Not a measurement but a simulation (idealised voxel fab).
process module | voxel gate over fins
cross-section cut | 180 nm wide | cells 5 nm
A cross-section is a grid of square cells, given in bands from the top down. A band is one or more rows of cells.
Each band's line starts with the height of the band's top and of its bottom, in nm. Then come its materials from left to right, each with its width in nm. One material with "throughout" fills the band from edge to edge. "air" is empty space.
Height 0 is the level under which the wafer as received is all one material. The lowest band goes on downwards, as in "0 down".
A width such as "30 to 40" changes by the same amount from each row of cells to the next, from the band's top row to its bottom row.
"no change" after a step means that no cell of the cross-section changed.
closed voids: empty space of 8 cells or more with no open way to the top, each as width x height at its distance from the left edge, in nm
after a step's settings: what the simulator itself notes on the step
overlay nm, on a step with a mask: how far to the right of its planned place the mask lay; to the left if negative
plan
1 op RECEIVE | material Si
2 op CONFORMAL_DEP | material SiN | thk nm 5
3 op DIRECTIONAL_DEP | material aC | thk nm 15
4 op PATTERN | tone cover | mask id FINS | material resist | width nm 15 | pitch nm 40 | thk nm 35 | overlay nm 0
5 op DIRECTIONAL_ETCH | etch materials aC | depth nm 15
6 op STRIP | etch materials resist
7 op DIRECTIONAL_ETCH | etch materials SiN | depth nm 5
8 op DIRECTIONAL_ETCH | etch materials Si | depth nm 20
9 op STRIP | etch materials aC
10 op FILL_DEP | material SiO2 | thk nm 10
11 op CMP | height nm 5
12 op SELECTIVE_ETCH | etch materials SiO2 | depth nm 15
13 op STRIP | etch materials SiN
14 op CONFORMAL_DEP | material HfO2 | thk nm 5
15 op CONFORMAL_DEP | material TiN | thk nm 5
16 op FILL_DEP | material W | thk nm 10
17 op CMP | height nm 15
18 op CONFORMAL_DEP | material SiCN | thk nm 5
varied across the wafers: depth nm of step 8. The plan shows the first wafer's value. All wafers start alike
first wafer as received, after step 1
  0 down: Si throughout
  closed voids: none
first wafer at the end, after step 18
  20 to 15: SiCN throughout
  15 to 10: W throughout
  10 to 5: W 10 | TiN 35 | W 5 | TiN 35 | W 5 | TiN 35 | W 5 | TiN 35 | W 15
  5 to 0: W 10 | TiN 5 | HfO2 25 | TiN 5 | W 5 | TiN 5 | HfO2 25 | TiN 5 | W 5 | TiN 5 | HfO2 25 | TiN 5 | W 5 | TiN 5 | HfO2 25 | TiN 5 | W 15
  0 to -5: TiN 15 | HfO2 5 | Si 15 | HfO2 5 | TiN 15 | HfO2 5 | Si 15 | HfO2 5 | TiN 15 | HfO2 5 | Si 15 | HfO2 5 | TiN 15 | HfO2 5 | Si 15 | HfO2 5 | TiN 20
  -5 to -10: HfO2 20 | Si 15 | HfO2 25 | Si 15 | HfO2 25 | Si 15 | HfO2 25 | Si 15 | HfO2 25
  -10 to -20: SiO2 20 | Si 15 | SiO2 25 | Si 15 | SiO2 25 | Si 15 | SiO2 25 | Si 15 | SiO2 25
  -20 down: Si throughout
  closed voids: none
last wafer at the end
  20 to 15: SiCN throughout
  15 to 10: W throughout
  10 to 5: W 10 | TiN 35 | W 5 | TiN 35 | W 5 | TiN 35 | W 5 | TiN 35 | W 15
  5 to 0: W 10 | TiN 5 | HfO2 25 | TiN 5 | W 5 | TiN 5 | HfO2 25 | TiN 5 | W 5 | TiN 5 | HfO2 25 | TiN 5 | W 5 | TiN 5 | HfO2 25 | TiN 5 | W 15
  0 to -5: TiN 15 | HfO2 5 | Si 15 | HfO2 5 | TiN 15 | HfO2 5 | Si 15 | HfO2 5 | TiN 15 | HfO2 5 | Si 15 | HfO2 5 | TiN 15 | HfO2 5 | Si 15 | HfO2 5 | TiN 20
  -5 to -10: HfO2 20 | Si 15 | HfO2 25 | Si 15 | HfO2 25 | Si 15 | HfO2 25 | Si 15 | HfO2 25
  -10 to -45: SiO2 20 | Si 15 | SiO2 25 | Si 15 | SiO2 25 | Si 15 | SiO2 25 | Si 15 | SiO2 25
  -45 down: Si throughout
  closed voids: none
each wafer at the end: cells of each material gained (+) or lost (-) since it was received, then its closed voids
depth nm 20 | +52 HfO2 | -96 Si | +36 SiCN | +48 SiO2 | +52 TiN | +52 W | closed voids: none
depth nm 25 | +52 HfO2 | -120 Si | +36 SiCN | +72 SiO2 | +52 TiN | +52 W | closed voids: none
depth nm 30 | +52 HfO2 | -144 Si | +36 SiCN | +96 SiO2 | +52 TiN | +52 W | closed voids: none
depth nm 35 | +52 HfO2 | -168 Si | +36 SiCN | +120 SiO2 | +52 TiN | +52 W | closed voids: none
depth nm 40 | +52 HfO2 | -192 Si | +36 SiCN | +144 SiO2 | +52 TiN | +52 W | closed voids: none
depth nm 45 | +52 HfO2 | -216 Si | +36 SiCN | +168 SiO2 | +52 TiN | +52 W | closed voids: none
